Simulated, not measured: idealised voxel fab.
Process module, titled voxel capacitor over wiring
In the cross-section labelled cut, the width is 255 nm and each square cell is 5 nm.
Cross-section spec: square-cell grid; bands listed top down; each band is one or more rows.
This entry defines a band. It first specifies the height of the band's top and the height of its bottom in nm, and then specifies the band's materials from left to right, stating each material with its width in nm. The word "edge to edge" identifies a single material that fills the band from edge to edge, while the word "blank" identifies empty space.
Height 0 is the level under which the wafer as received is all one material. The lowest band goes on downwards, as in "from 0 down".
Per-row width for "30 to 40": begins at first number (top row of band), ends at second number (bottom row), increment between rows held constant.
What does "remained the same" mean for a step? It means no cell of the cross-section changed in that step.
Fully enclosed voids: empty space of 8 cells or more with no open way to the top, each as width x height at its distance from the left edge, in nm
after a step's settings: what the simulator itself notes on the step
The "overlay nm" setting may appear on a step's line; for a step that uses a mask, it gives how far to the right of its planned position the mask lay, and a negative value indicates the left.

**These are the steps we planned for the process**
1 RECEIVE (material Si)
2 CONFORMAL_DEP (material SiO2; thk nm 15)
3 DIRECTIONAL_DEP (material TiN; thk nm 5)
4 DIRECTIONAL_DEP (material W; thk nm 15)
5 PATTERN (tone cover; mask id METAL_1; material resist; width nm 20; pitch nm 70; thk nm 15; overlay nm 0)
6 DIRECTIONAL_ETCH (etch materials W; depth nm 15)
7 DIRECTIONAL_ETCH (etch materials TiN; depth nm 5)
8 STRIP (etch materials resist)
9 CONFORMAL_DEP (material SiN; thk nm 5)
10 FILL_DEP (material lowk; thk nm 10)
11 CMP (height nm 35)
12 CONFORMAL_DEP (material SiCN; thk nm 5)
13 DIRECTIONAL_DEP (material lowk; thk nm 20)
14 DIRECTIONAL_DEP (material aC; thk nm 10)
15 PATTERN (tone open; mask id PLUG_1; material resist; width nm 15; thk nm 25; overlay nm 0)
16 DIRECTIONAL_ETCH (etch materials aC; depth nm 10)
17 STRIP (etch materials resist)
18 DIRECTIONAL_ETCH (etch materials lowk; depth nm 20)
19 DIRECTIONAL_ETCH (etch materials SiCN; depth nm 5)
20 STRIP (etch materials aC)
21 CONFORMAL_DEP (material TiN; thk nm 5)
22 FILL_DEP (material Ru; thk nm 10)
23 CMP (height nm 60)
24 DIRECTIONAL_DEP (material TiN; thk nm 10)
25 DIRECTIONAL_DEP (material SiN; thk nm 5)
26 DIRECTIONAL_DEP (material TiN; thk nm 5)
27 PATTERN (tone cover; mask id UPPER_PLATE; material resist; width nm 55; thk nm 20; overlay nm 0)
28 DIRECTIONAL_ETCH (etch materials TiN; depth nm 5)
29 DIRECTIONAL_ETCH (etch materials SiN; depth nm 5)
30 STRIP (etch materials resist)
31 MASKED_ETCH (tone cover; mask id LOWER_PLATE; width nm 65; etch materials TiN; depth nm 10; overlay nm 0)
32 FILL_DEP (material SiO2; thk nm 15)
33 CMP (height nm 90)
34 DIRECTIONAL_DEP (material aC; thk nm 15)
35 PATTERN (tone open; mask id PLUG_2; material resist; width nm 15; thk nm 30; overlay nm 0)
36 DIRECTIONAL_ETCH (etch materials aC; depth nm 15)
37 STRIP (etch materials resist)
38 DIRECTIONAL_ETCH (etch materials SiO2; depth nm 10)
39 STRIP (etch materials aC)
40 CONFORMAL_DEP (material TiN; thk nm 5)
41 FILL_DEP (material Ru; thk nm 5)
42 CMP (height nm 90)
43 CONFORMAL_DEP (material SiCN; thk nm 5)

**Received-state cross-section, reflecting completion of step 1**
from 0 down: Si edge to edge
Fully enclosed voids: none

**Figure: cross-sectional view of the wafer upon completion of the module, processed from the initial state and according to the plan depicted above, with one error introduced during execution**
from 95 to 90: SiCN edge to edge
from 90 to 85: SiO2: 95; TiN: 5; Ru: 5; TiN: 5; SiO2: 145
from 85 to 75: SiO2: 95 to 90; TiN: 15 to 50; SiO2: 145 to 115
from 75 to 70: SiO2: 85; SiN: 55; SiO2: 115
from 70 to 60: SiO2: 85; TiN: 70; SiO2: 100
from 60 to 40: lowk: 85; TiN: 5; Ru: 5; TiN: 5; lowk: 155
from 40 to 35: SiCN: 85; TiN: 15; SiCN: 155
from 35 to 20: lowk: 75; SiN: 5; W: 20; SiN: 5; lowk: 40; SiN: 5; W: 20; SiN: 5; lowk: 80
from 20 to 15: SiN: 80; TiN: 20; SiN: 50; TiN: 20; SiN: 85
from 15 to 0: SiO2 edge to edge
from 0 down: Si edge to edge
Fully enclosed voids: none
Finding, execution versus plan: step 31, actual vs plan mismatch, actual run MASKED_ETCH (tone cover; mask id LOWER_PLATE; width nm 65; etch materials TiN; depth nm 10; overlay nm 10)
